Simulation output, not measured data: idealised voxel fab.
Module name: voxel ribs on slabs (process module)
Square cells of 5 nm make up the cross-section cut, whose width is 220 nm.
A cross-section is written here as square cells arranged in a grid, and it is given in bands from the top down, each band taking up one or more rows of cells. The entry gives the band's vertical extent as a top height and a bottom height in nm, then its horizontal make-up as materials from left to right, each with a width in nm. "blank" stands for empty space; a single material marked "all across" fills the band edge to edge. Beneath 0, the wafer as received is one material, and that level is where height counting begins. The lowest band goes on downward without a bottom; it is written like "0 nm and below". Note: "30->40" means the width goes from the first number (top row of the band) to the second number (bottom row) in equal steps per row of cells. The cross-section has no changed cell in any step marked "no change". In "Closed cavity list" the enclosed voids are listed, meaning empty spaces of 8 cells or larger without any opening to the top. The form is width x height at distance, distance from the left edge, units nm. On a step's line, text after the settings is the simulator commenting on that step. overlay nm: mask offset rightward from planned place, masked step; negative means leftward offset.

These are the steps we planned for the process
1 RECEIVE (material Si)
2 DIRECTIONAL_DEP (material SiO2; thk nm 20)
3 DIRECTIONAL_DEP (material polySi; thk nm 25)
4 MASKED_ETCH (tone cover; mask id RIB; width nm 20; etch materials polySi; depth nm 15; overlay nm 0)
5 PATTERN (tone cover; mask id SLAB; material resist; width nm 50; thk nm 20; overlay nm 0)
6 DIRECTIONAL_ETCH (etch materials polySi; depth nm 10)
7 STRIP (etch materials resist)
8 FILL_DEP (material SiO2; thk nm 20)
9 CMP (height nm 60)
10 DIRECTIONAL_DEP (material W; thk nm 5)
11 PATTERN (tone cover; mask id HEATER; material resist; width nm 30; thk nm 20; overlay nm -15)
12 DIRECTIONAL_ETCH (etch materials W; depth nm 5)
13 STRIP (etch materials resist)
14 CONFORMAL_DEP (material SiN; thk nm 5)
Across this set of wafers, the varied parameter is the overlay nm of step 11. Starting conditions are identical for every wafer, and the plan reports the value assigned to the first wafer.

Cross-section of the first of several wafers on receipt, reflecting completion of step 1
    0 nm and below  Si all across
    Closed cavity list: none

At the end of the module, after its last step, step 14, the first of several wafers appears in cross-section as follows
    70 nm to 65 nm  blank: 75 | SiN: 40 | blank: 105
    65 nm to 60 nm  SiN: 80 | W: 30 | SiN: 110
    60 nm to 45 nm  SiO2 all across
    45 nm to 30 nm  SiO2: 100 | polySi: 20 | SiO2: 100
    30 nm to 20 nm  SiO2: 85 | polySi: 50 | SiO2: 85
    20 nm to 0 nm  SiO2 all across
    0 nm and below  Si all across
    Closed cavity list: none

Here we cross-sectioned the last of the wafers once the module was done
    70 nm to 65 nm  blank: 105 | SiN: 40 | blank: 75
    65 nm to 60 nm  SiN: 110 | W: 30 | SiN: 80
    60 nm to 45 nm  SiO2 all across
    45 nm to 30 nm  SiO2: 100 | polySi: 20 | SiO2: 100
    30 nm to 20 nm  SiO2: 85 | polySi: 50 | SiO2: 85
    20 nm to 0 nm  SiO2 all across
    0 nm and below  Si all across
    Closed cavity list: none

The rows of the table below are wafers. Looking at the end of the module, a row counts, for every material, the cells the wafer has gained, shown as (+), or lost, shown as (-), since it was received; its closed voids come next
overlay nm -15; +46 SiN; +496 SiO2; +6 W; +32 polySi; Closed cavity list: none
overlay nm -10; +46 SiN; +496 SiO2; +6 W; +32 polySi; Closed cavity list: none
overlay nm -5; +46 SiN; +496 SiO2; +6 W; +32 polySi; Closed cavity list: none
overlay nm 0; +46 SiN; +496 SiO2; +6 W; +32 polySi; Closed cavity list: none
overlay nm 5; +46 SiN; +496 SiO2; +6 W; +32 polySi; Closed cavity list: none
overlay nm 10; +46 SiN; +496 SiO2; +6 W; +32 polySi; Closed cavity list: none
overlay nm 15; +46 SiN; +496 SiO2; +6 W; +32 polySi; Closed cavity list: none
